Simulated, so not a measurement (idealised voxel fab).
process module | voxel tone inversion
cross-section cut | 210 nm wide | cells 5 nm
A cross-section is a grid of square cells, given in bands from the top down. A band is one or more rows of cells.
Each band's line starts with the height of the band's top and of its bottom, in nm. Then come its materials from left to right, each with its width in nm. One material with "throughout" fills the band from edge to edge. "air" is empty space.
Height 0 is the level under which the wafer as received is all one material. The lowest band goes on downwards, as in "0 down".
A width such as "30 to 40" changes by the same amount from each row of cells to the next, from the band's top row to its bottom row.
"no change" after a step means that no cell of the cross-section changed.
closed voids: empty space of 8 cells or more with no open way to the top, each as width x height at its distance from the left edge, in nm
after a step's settings: what the simulator itself notes on the step
overlay nm, on a step with a mask: how far to the right of its planned place the mask lay; to the left if negative
plan
1 op RECEIVE | material Si
2 op CONFORMAL_DEP | material SiN | thk nm 10
3 op DIRECTIONAL_DEP | material aC | thk nm 25
4 op PATTERN | tone cover | mask id POSTS | material resist | width nm 20 | pitch nm 40 | thk nm 30 | overlay nm 0
5 op DIRECTIONAL_ETCH | etch materials aC | depth nm 25
6 op STRIP | etch materials resist
7 op FILL_DEP | material lowk | thk nm 10
8 op CMP | height nm 35
9 op STRIP | etch materials aC
10 op CONFORMAL_DEP | material TiN | thk nm 5
11 op FILL_DEP | material W | thk nm 5
12 op CMP | height nm 35
13 op CONFORMAL_DEP | material SiCN | thk nm 5
as received, after step 1
  0 down: Si throughout
  closed voids: none
first wafer at the end, as planned
  40 to 35: SiCN throughout
  35 to 15: lowk 75 | TiN 5 | W 10 | TiN 5 | lowk 20 | TiN 5 | W 10 | TiN 5 | lowk 75
  15 to 10: lowk 75 | TiN 20 | lowk 20 | TiN 20 | lowk 75
  10 to 0: SiN throughout
  0 down: Si throughout
  closed voids: none
second wafer at the end: like start, like plan, one mistake
  40 to 35: SiCN throughout
  35 to 25: SiN throughout
  25 to 0: aC throughout
  0 down: Si throughout
  closed voids: none
what went wrong: steps 2 and 3 were swapped
at the end the second wafer has, in cells: 24 fewer of TiN | 16 fewer of W | 210 more of aC | 170 fewer of lowk
